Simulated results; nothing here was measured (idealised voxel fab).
process module | voxel transistor to metal
cross-section cut | 260 nm wide | cells 5 nm
A cross-section is a grid of square cells, given in bands from the top down. A band is one or more rows of cells.
Each band's line starts with the height of the band's top and of its bottom, in nm. Then come its materials from left to right, each with its width in nm. One material with "throughout" fills the band from edge to edge. "air" is empty space.
Height 0 is the level under which the wafer as received is all one material. The lowest band goes on downwards, as in "0 down".
A width such as "30 to 40" changes by the same amount from each row of cells to the next, from the band's top row to its bottom row.
"no change" after a step means that no cell of the cross-section changed.
closed voids: empty space of 8 cells or more with no open way to the top, each as width x height at its distance from the left edge, in nm
after a step's settings: what the simulator itself notes on the step
overlay nm, on a step with a mask: how far to the right of its planned place the mask lay; to the left if negative
plan
1 op RECEIVE | material Si
2 op CONFORMAL_DEP | material SiO2 | thk nm 5
3 op CONFORMAL_DEP | material SiN | thk nm 15
4 op DIRECTIONAL_DEP | material aC | thk nm 15
5 op PATTERN | tone cover | mask id ACTIVE | material resist | width nm 100 | pitch nm 130 | thk nm 30 | overlay nm 0
6 op DIRECTIONAL_ETCH | etch materials aC | depth nm 15
7 op STRIP | etch materials resist
8 op DIRECTIONAL_ETCH | etch materials SiN | depth nm 15
9 op DIRECTIONAL_ETCH | etch materials SiO2 | depth nm 5
10 op DIRECTIONAL_ETCH | etch materials Si | depth nm 25
11 op STRIP | etch materials aC
12 op FILL_DEP | material SiO2 | thk nm 15
13 op CMP | height nm 20
14 op SELECTIVE_ETCH | etch materials SiO2 | depth nm 15
15 op STRIP | etch materials SiN
16 op SELECTIVE_ETCH | etch materials SiO2 | depth nm 5
17 op OXIDIZE | depth nm 5
18 op DIRECTIONAL_DEP | material polySi | thk nm 20
19 op DIRECTIONAL_DEP | material SiCN | thk nm 15
20 op PATTERN | tone cover | mask id GATE | material resist | width nm 20 | pitch nm 130 | thk nm 20 | overlay nm 0
21 op DIRECTIONAL_ETCH | etch materials SiCN | depth nm 25
22 op DIRECTIONAL_ETCH | etch materials polySi | depth nm 30
23 op STRIP | etch materials resist
24 op CONFORMAL_DEP | material SiO2 | thk nm 5
25 op DIRECTIONAL_ETCH | etch materials SiO2 | depth nm 5
26 op CONFORMAL_DEP | material SiN | thk nm 10
27 op DIRECTIONAL_ETCH | etch materials SiN | depth nm 10
28 op DIRECTIONAL_ETCH | etch materials SiO2 | depth nm 5
29 op DIRECTIONAL_ETCH | etch materials Si | depth nm 10
30 op EPI | material SiGe | thk nm 15
31 op FILL_DEP | material SiO2 | thk nm 5
32 op CMP | height nm 35
33 op DIRECTIONAL_DEP | material SiO2 | thk nm 10
34 op DIRECTIONAL_DEP | material aC | thk nm 15
35 op PATTERN | tone open | mask id CONTACT | material resist | width nm 15 | pitch nm 65 | thk nm 35 | overlay nm 0
36 op DIRECTIONAL_ETCH | etch materials aC | depth nm 15
37 op STRIP | etch materials resist
38 op DIRECTIONAL_ETCH | etch materials SiO2 | depth nm 35
39 op STRIP | etch materials aC
40 op CONFORMAL_DEP | material TiN | thk nm 5
41 op FILL_DEP | material W | thk nm 5
42 op CMP | height nm 45
43 op DIRECTIONAL_DEP | material TiN | thk nm 5
44 op DIRECTIONAL_DEP | material W | thk nm 15
45 op DIRECTIONAL_DEP | material aC | thk nm 10
46 op PATTERN | tone cover | mask id METAL_1 | material resist | width nm 15 | pitch nm 65 | thk nm 25 | overlay nm 0
47 op DIRECTIONAL_ETCH | etch materials aC | depth nm 10
48 op STRIP | etch materials resist
49 op DIRECTIONAL_ETCH | etch materials W | depth nm 15
50 op DIRECTIONAL_ETCH | etch materials TiN | depth nm 5
51 op STRIP | etch materials aC
52 op CONFORMAL_DEP | material SiCN | thk nm 5
53 op FILL_DEP | material lowk | thk nm 5
54 op CMP | height nm 65
55 op CONFORMAL_DEP | material SiCN | thk nm 5
56 op DIRECTIONAL_DEP | material lowk | thk nm 35
57 op DIRECTIONAL_DEP | material aC | thk nm 10
58 op PATTERN | tone open | mask id METAL_2 | material resist | width nm 15 | pitch nm 130 | thk nm 25 | overlay nm 0
59 op DIRECTIONAL_ETCH | etch materials aC | depth nm 10
60 op STRIP | etch materials resist
61 op DIRECTIONAL_ETCH | etch materials lowk | depth nm 20
62 op STRIP | etch materials aC
63 op MASKED_ETCH | tone open | mask id METAL_2_HOLES | width nm 15 | pitch nm 130 | etch materials lowk | depth nm 15 | overlay nm 0
64 op MASKED_ETCH | tone open | mask id METAL_2_HOLES | width nm 15 | pitch nm 130 | etch materials SiCN | depth nm 5 | overlay nm 0
65 op CONFORMAL_DEP | material TiN | thk nm 5
66 op FILL_DEP | material Cu | thk nm 5
67 op CMP | height nm 105
68 op CONFORMAL_DEP | material SiN | thk nm 5
varied across the wafers: thk nm of step 52. The plan shows the first wafer's value. All wafers start alike
first wafer as received, after step 1
  0 down: Si throughout
  closed voids: none
first wafer at the end, after step 68
  110 to 105: SiN throughout
  105 to 70: lowk 25 | TiN 5 | Cu 5 | TiN 5 | lowk 115 | TiN 5 | Cu 5 | TiN 5 | lowk 90
  70 to 65: SiCN 25 | TiN 15 | SiCN 115 | TiN 15 | SiCN 90
  65 to 50: lowk 20 | SiCN 5 | W 15 | SiCN 5 | lowk 40 | SiCN 5 | W 15 | SiCN 5 | lowk 40 | SiCN 5 | W 15 | SiCN 5 | lowk 40 | SiCN 5 | W 15 | SiCN 5 | lowk 20
  50 to 45: SiCN 25 | TiN 15 | SiCN 50 | TiN 15 | SiCN 50 | TiN 15 | SiCN 50 | TiN 15 | SiCN 25
  45 to 35: SiO2 25 | TiN 5 | W 5 | TiN 5 | SiO2 50 | TiN 5 | W 5 | TiN 5 | SiO2 50 | TiN 5 | W 5 | TiN 5 | SiO2 50 | TiN 5 | W 5 | TiN 5 | SiO2 25
  35 to 20: SiO2 25 | TiN 5 | W 5 | TiN 5 | SiN 10 | SiO2 5 | SiCN 20 | SiO2 5 | SiN 10 | TiN 5 | W 5 | TiN 5 | SiO2 50 | TiN 5 | W 5 | TiN 5 | SiN 10 | SiO2 5 | SiCN 20 | SiO2 5 | SiN 10 | TiN 5 | W 5 | TiN 5 | SiO2 25
  20 to 15: SiO2 25 | TiN 5 | W 5 | TiN 5 | SiN 10 | SiO2 5 | polySi 20 | SiO2 5 | SiN 10 | TiN 5 | W 5 | TiN 5 | SiO2 50 | TiN 5 | W 5 | TiN 5 | SiN 10 | SiO2 5 | polySi 20 | SiO2 5 | SiN 10 | TiN 5 | W 5 | TiN 5 | SiO2 25
  15 to 10: SiO2 25 | TiN 15 | SiN 10 | SiO2 5 | polySi 20 | SiO2 5 | SiN 10 | TiN 15 | SiO2 50 | TiN 15 | SiN 10 | SiO2 5 | polySi 20 | SiO2 5 | SiN 10 | TiN 15 | SiO2 25
  10 to 0: SiO2 25 | SiGe 15 | SiN 10 | SiO2 5 | polySi 20 | SiO2 5 | SiN 10 | SiGe 15 | SiO2 50 | SiGe 15 | SiN 10 | SiO2 5 | polySi 20 | SiO2 5 | SiN 10 | SiGe 15 | SiO2 25
  0 to -5: SiO2 10 | SiGe 30 | SiO2 50 | SiGe 30 | SiO2 20 | SiGe 30 | SiO2 50 | SiGe 30 | SiO2 10
  -5 to -15: SiO2 15 | SiGe 25 | Si 50 | SiGe 25 | SiO2 30 | SiGe 25 | Si 50 | SiGe 25 | SiO2 15
  -15 to -25: SiO2 15 | Si 100 | SiO2 30 | Si 100 | SiO2 15
  -25 down: Si throughout
  closed voids: none
last wafer at the end
  110 to 105: SiN throughout
  105 to 70: lowk 25 | TiN 5 | Cu 5 | TiN 5 | lowk 115 | TiN 5 | Cu 5 | TiN 5 | lowk 90
  70 to 65: SiCN 25 | TiN 15 | SiCN 115 | TiN 15 | SiCN 90
  65 to 50: SiCN 25 | W 15 | SiCN 50 | W 15 | SiCN 50 | W 15 | SiCN 50 | W 15 | SiCN 25
  50 to 45: SiCN 25 | TiN 15 | SiCN 50 | TiN 15 | SiCN 50 | TiN 15 | SiCN 50 | TiN 15 | SiCN 25
  45 to 35: SiO2 25 | TiN 5 | W 5 | TiN 5 | SiO2 50 | TiN 5 | W 5 | TiN 5 | SiO2 50 | TiN 5 | W 5 | TiN 5 | SiO2 50 | TiN 5 | W 5 | TiN 5 | SiO2 25
  35 to 20: SiO2 25 | TiN 5 | W 5 | TiN 5 | SiN 10 | SiO2 5 | SiCN 20 | SiO2 5 | SiN 10 | TiN 5 | W 5 | TiN 5 | SiO2 50 | TiN 5 | W 5 | TiN 5 | SiN 10 | SiO2 5 | SiCN 20 | SiO2 5 | SiN 10 | TiN 5 | W 5 | TiN 5 | SiO2 25
  20 to 15: SiO2 25 | TiN 5 | W 5 | TiN 5 | SiN 10 | SiO2 5 | polySi 20 | SiO2 5 | SiN 10 | TiN 5 | W 5 | TiN 5 | SiO2 50 | TiN 5 | W 5 | TiN 5 | SiN 10 | SiO2 5 | polySi 20 | SiO2 5 | SiN 10 | TiN 5 | W 5 | TiN 5 | SiO2 25
  15 to 10: SiO2 25 | TiN 15 | SiN 10 | SiO2 5 | polySi 20 | SiO2 5 | SiN 10 | TiN 15 | SiO2 50 | TiN 15 | SiN 10 | SiO2 5 | polySi 20 | SiO2 5 | SiN 10 | TiN 15 | SiO2 25
  10 to 0: SiO2 25 | SiGe 15 | SiN 10 | SiO2 5 | polySi 20 | SiO2 5 | SiN 10 | SiGe 15 | SiO2 50 | SiGe 15 | SiN 10 | SiO2 5 | polySi 20 | SiO2 5 | SiN 10 | SiGe 15 | SiO2 25
  0 to -5: SiO2 10 | SiGe 30 | SiO2 50 | SiGe 30 | SiO2 20 | SiGe 30 | SiO2 50 | SiGe 30 | SiO2 10
  -5 to -15: SiO2 15 | SiGe 25 | Si 50 | SiGe 25 | SiO2 30 | SiGe 25 | Si 50 | SiGe 25 | SiO2 15
  -15 to -25: SiO2 15 | Si 100 | SiO2 30 | Si 100 | SiO2 15
  -25 down: Si throughout
  closed voids: none
each wafer at the end: cells of each material gained (+) or lost (-) since it was received, then its closed voids
thk nm 5 | +14 Cu | -140 Si | +134 SiCN | +88 SiGe | +108 SiN | +324 SiO2 | +106 TiN | +60 W | +418 lowk | +32 polySi | closed voids: none
thk nm 10 | +14 Cu | -140 Si | +182 SiCN | +88 SiGe | +108 SiN | +324 SiO2 | +106 TiN | +60 W | +370 lowk | +32 polySi | closed voids: none
thk nm 15 | +14 Cu | -140 Si | +214 SiCN | +88 SiGe | +108 SiN | +324 SiO2 | +106 TiN | +60 W | +338 lowk | +32 polySi | closed voids: none
thk nm 20 | +14 Cu | -140 Si | +230 SiCN | +88 SiGe | +108 SiN | +324 SiO2 | +106 TiN | +60 W | +322 lowk | +32 polySi | closed voids: none
